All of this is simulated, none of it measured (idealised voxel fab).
process module | voxel ribs on slabs
The cross-section on display is named cut; it measures 140 nm wide, and its cells are 5 nm squares.
Cross-section, as written here: a square-cell grid given band by band from the top down, where a band holds one or more rows of cells.
Band: top and bottom heights (nm) first, top before bottom; then materials from left to right, widths in nm. "throughout" marks a sole material filling the band edge to edge. "empty" denotes empty space.
We count height from 0. Below that, the starting wafer is all one material. The lowest band never ends at the bottom but goes on down; see "0 -> down" for how that is written.
The width entry "30 to 40" should be interpreted row by row: the top row of cells in the band takes the first number, the bottom row takes the second number, and the change between adjacent rows is uniform throughout.
What does "identical to before" mean for a step? It means no cell of the cross-section changed in that step.
In "Fully sealed cavities" the enclosed voids are listed, meaning empty spaces of 8 cells or larger without any opening to the top. The form is width x height at distance, distance from the left edge, units nm.
Whatever follows a step's settings on its line is a remark the simulator itself makes about that step.
overlay nm: mask right of planned place by this much (step with mask). Neg. = left.

### Set out below are the planned steps of the process
step 1: RECEIVE | material Si
step 2: DIRECTIONAL_DEP | material SiO2 | thk nm 20
step 3: DIRECTIONAL_DEP | material polySi | thk nm 20
step 4: DIRECTIONAL_DEP | material aC | thk nm 10
step 5: PATTERN | tone cover | mask id RIB | material resist | width nm 20 | thk nm 30 | overlay nm 0
step 6: DIRECTIONAL_ETCH | etch materials aC | depth nm 10
step 7: STRIP | etch materials resist
step 8: DIRECTIONAL_ETCH | etch materials polySi | depth nm 15
step 9: STRIP | etch materials aC
step 10: MASKED_ETCH | tone cover | mask id SLAB | width nm 50 | etch materials polySi | depth nm 5 | overlay nm 0
step 11: FILL_DEP | material SiO2 | thk nm 20
step 12: CMP | height nm 55
step 13: DIRECTIONAL_DEP | material W | thk nm 10
step 14: MASKED_ETCH | tone cover | mask id HEATER | width nm 30 | etch materials W | depth nm 10 | overlay nm 0
step 15: CONFORMAL_DEP | material SiN | thk nm 5

### Wafer at receipt (post step 1), cross-section
    0 -> down  Si throughout
    Fully sealed cavities: none

### End-of-module XS, first of two wafers, run as planned
    70 -> 65  50 empty | 40 SiN | 50 empty
    65 -> 60  50 empty | 5 SiN | 30 W | 5 SiN | 50 empty
    60 -> 55  55 SiN | 30 W | 55 SiN
    55 -> 40  SiO2 throughout
    40 -> 25  60 SiO2 | 20 polySi | 60 SiO2
    25 -> 20  45 SiO2 | 50 polySi | 45 SiO2
    20 -> 0  SiO2 throughout
    0 -> down  Si throughout
    Fully sealed cavities: none

### Here's the second of our two wafers sectioned at module end. Same start as the first, same plan, but one mistake got made running it
    70 -> 65  50 empty | 40 SiN | 50 empty
    65 -> 60  50 empty | 5 SiN | 30 W | 5 SiN | 50 empty
    60 -> 55  55 SiN | 30 W | 55 SiN
    55 -> 45  60 SiO2 | 20 polySi | 60 SiO2
    45 -> 40  45 SiO2 | 50 polySi | 45 SiO2
    40 -> 20  polySi throughout
    20 -> 0  SiO2 throughout
    0 -> down  Si throughout
    Fully sealed cavities: none
Which mistake was made when the wafer was run? in the plan, step 3 was performed twice
at the end the second wafer has, in cells: -108 SiO2, +108 polySi
